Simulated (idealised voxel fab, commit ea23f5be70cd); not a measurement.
process module | voxel trench capacitor
cross-section cut | 250 nm wide | cells 5 nm
A cross-section is a grid of square cells, given in bands from the top down. A band is one or more rows of cells.
Each band's line starts with the height of the band's top and of its bottom, in nm. Then come its materials from left to right, each with its width in nm. One material with "throughout" fills the band from edge to edge. "air" is empty space.
Height 0 is the level under which the wafer as received is all one material. The lowest band goes on downwards, as in "0 down".
A width such as "30 to 40" changes by the same amount from each row of cells to the next, from the band's top row to its bottom row.
"no change" after a step means that no cell of the cross-section changed.
closed voids: empty space of 8 cells or more with no open way to the top, each as width x height at its distance from the left edge, in nm
after a step's settings: what the simulator itself notes on the step
overlay nm, on a step with a mask: how far to the right of its planned place the mask lay; to the left if negative
plan
1 op RECEIVE | material Si
2 op CONFORMAL_DEP | material SiN | thk nm 5
3 op DIRECTIONAL_DEP | material aC | thk nm 10
4 op PATTERN | tone open | mask id TRENCH | material resist | width nm 20 | pitch nm 40 | thk nm 25 | overlay nm 0
5 op DIRECTIONAL_ETCH | etch materials aC | depth nm 10
6 op STRIP | etch materials resist
7 op DIRECTIONAL_ETCH | etch materials SiN | depth nm 5
8 op DIRECTIONAL_ETCH | etch materials Si | depth nm 35
9 op STRIP | etch materials aC
10 op CONFORMAL_DEP | material SiO2 | thk nm 5
11 op FILL_DEP | material polySi | thk nm 5
12 op CMP | height nm 5
first wafer, as planned
as received, after step 1
  0 down: Si throughout
  closed voids: none
after step 2
  5 to 0: SiN throughout
  below 0: unchanged
after step 3
  15 to 5: aC throughout
  below 5: unchanged
after step 4
  40 to 15: resist 75 | air 20 | resist 20 | air 20 | resist 20 | air 20 | resist 75
  below 15: unchanged
after step 5
  30 to 15: resist 75 | air 20 | resist 20 | air 20 | resist 20 | air 20 | resist 75
  15 to 5: aC 75 | air 20 | aC 20 | air 20 | aC 20 | air 20 | aC 75
  below 5: unchanged
after step 6
  15 to 5: aC 75 | air 20 | aC 20 | air 20 | aC 20 | air 20 | aC 75
  below 5: unchanged
after step 7
  15 to 5: aC 75 | air 20 | aC 20 | air 20 | aC 20 | air 20 | aC 75
  5 to 0: SiN 75 | air 20 | SiN 20 | air 20 | SiN 20 | air 20 | SiN 75
  below 0: unchanged
after step 8
  15 to 5: aC 75 | air 20 | aC 20 | air 20 | aC 20 | air 20 | aC 75
  5 to 0: SiN 75 | air 20 | SiN 20 | air 20 | SiN 20 | air 20 | SiN 75
  0 to -35: Si 75 | air 20 | Si 20 | air 20 | Si 20 | air 20 | Si 75
  below -35: unchanged
after step 9
  5 to 0: SiN 75 | air 20 | SiN 20 | air 20 | SiN 20 | air 20 | SiN 75
  below 0: unchanged
after step 10
  10 to 5: SiO2 80 | air 10 | SiO2 30 | air 10 | SiO2 30 | air 10 | SiO2 80
  5 to 0: SiN 75 | SiO2 5 | air 10 | SiO2 5 | SiN 20 | SiO2 5 | air 10 | SiO2 5 | SiN 20 | SiO2 5 | air 10 | SiO2 5 | SiN 75
  0 to -30: Si 75 | SiO2 5 | air 10 | SiO2 5 | Si 20 | SiO2 5 | air 10 | SiO2 5 | Si 20 | SiO2 5 | air 10 | SiO2 5 | Si 75
  -30 to -35: Si 75 | SiO2 20 | Si 20 | SiO2 20 | Si 20 | SiO2 20 | Si 75
  below -35: unchanged
after step 11
  15 to 10: polySi throughout
  10 to 5: SiO2 80 | polySi 10 | SiO2 30 | polySi 10 | SiO2 30 | polySi 10 | SiO2 80
  5 to 0: SiN 75 | SiO2 5 | polySi 10 | SiO2 5 | SiN 20 | SiO2 5 | polySi 10 | SiO2 5 | SiN 20 | SiO2 5 | polySi 10 | SiO2 5 | SiN 75
  0 to -30: Si 75 | SiO2 5 | polySi 10 | SiO2 5 | Si 20 | SiO2 5 | polySi 10 | SiO2 5 | Si 20 | SiO2 5 | polySi 10 | SiO2 5 | Si 75
  below -30: unchanged
after step 12
  5 to 0: SiN 75 | SiO2 5 | polySi 10 | SiO2 5 | SiN 20 | SiO2 5 | polySi 10 | SiO2 5 | SiN 20 | SiO2 5 | polySi 10 | SiO2 5 | SiN 75
  below 0: unchanged
second wafer: like start, like plan, one mistake. Through step 3 it matches the first wafer
when step 4 should have ended
  40 to 15: air 75 | resist 20 | air 20 | resist 20 | air 20 | resist 20 | air 75
  below 15: unchanged
when step 5 should have ended
  30 to 15: air 75 | resist 20 | air 20 | resist 20 | air 20 | resist 20 | air 75
  15 to 5: air 75 | aC 20 | air 20 | aC 20 | air 20 | aC 20 | air 75
  below 5: unchanged
when step 6 should have ended
  15 to 5: air 75 | aC 20 | air 20 | aC 20 | air 20 | aC 20 | air 75
  below 5: unchanged
when step 7 should have ended
  15 to 5: air 75 | aC 20 | air 20 | aC 20 | air 20 | aC 20 | air 75
  5 to 0: air 75 | SiN 20 | air 20 | SiN 20 | air 20 | SiN 20 | air 75
  below 0: unchanged
when step 8 should have ended
  15 to 5: air 75 | aC 20 | air 20 | aC 20 | air 20 | aC 20 | air 75
  5 to 0: air 75 | SiN 20 | air 20 | SiN 20 | air 20 | SiN 20 | air 75
  0 to -35: air 75 | Si 20 | air 20 | Si 20 | air 20 | Si 20 | air 75
  below -35: unchanged
when step 9 should have ended
  5 to 0: air 75 | SiN 20 | air 20 | SiN 20 | air 20 | SiN 20 | air 75
  below 0: unchanged
when step 10 should have ended
  10 to 5: air 70 | SiO2 30 | air 10 | SiO2 30 | air 10 | SiO2 30 | air 70
  5 to 0: air 70 | SiO2 5 | SiN 20 | SiO2 5 | air 10 | SiO2 5 | SiN 20 | SiO2 5 | air 10 | SiO2 5 | SiN 20 | SiO2 5 | air 70
  0 to -30: air 70 | SiO2 5 | Si 20 | SiO2 5 | air 10 | SiO2 5 | Si 20 | SiO2 5 | air 10 | SiO2 5 | Si 20 | SiO2 5 | air 70
  -30 to -35: SiO2 75 | Si 20 | SiO2 20 | Si 20 | SiO2 20 | Si 20 | SiO2 75
  below -35: unchanged
when step 11 should have ended
  15 to 10: polySi throughout
  10 to 5: polySi 70 | SiO2 30 | polySi 10 | SiO2 30 | polySi 10 | SiO2 30 | polySi 70
  5 to 0: polySi 70 | SiO2 5 | SiN 20 | SiO2 5 | polySi 10 | SiO2 5 | SiN 20 | SiO2 5 | polySi 10 | SiO2 5 | SiN 20 | SiO2 5 | polySi 70
  0 to -30: polySi 70 | SiO2 5 | Si 20 | SiO2 5 | polySi 10 | SiO2 5 | Si 20 | SiO2 5 | polySi 10 | SiO2 5 | Si 20 | SiO2 5 | polySi 70
  below -30: unchanged
when step 12 should have ended
  5 to 0: polySi 70 | SiO2 5 | SiN 20 | SiO2 5 | polySi 10 | SiO2 5 | SiN 20 | SiO2 5 | polySi 10 | SiO2 5 | SiN 20 | SiO2 5 | polySi 70
  below 0: unchanged
what went wrong: step 4 ran as: op PATTERN | tone cover | mask id TRENCH | material resist | width nm 20 | pitch nm 40 | thk nm 25 | overlay nm 0
at the end the second wafer has, in cells: 182 fewer of Si | 26 fewer of SiN | 26 more of SiO2 | 182 more of polySi
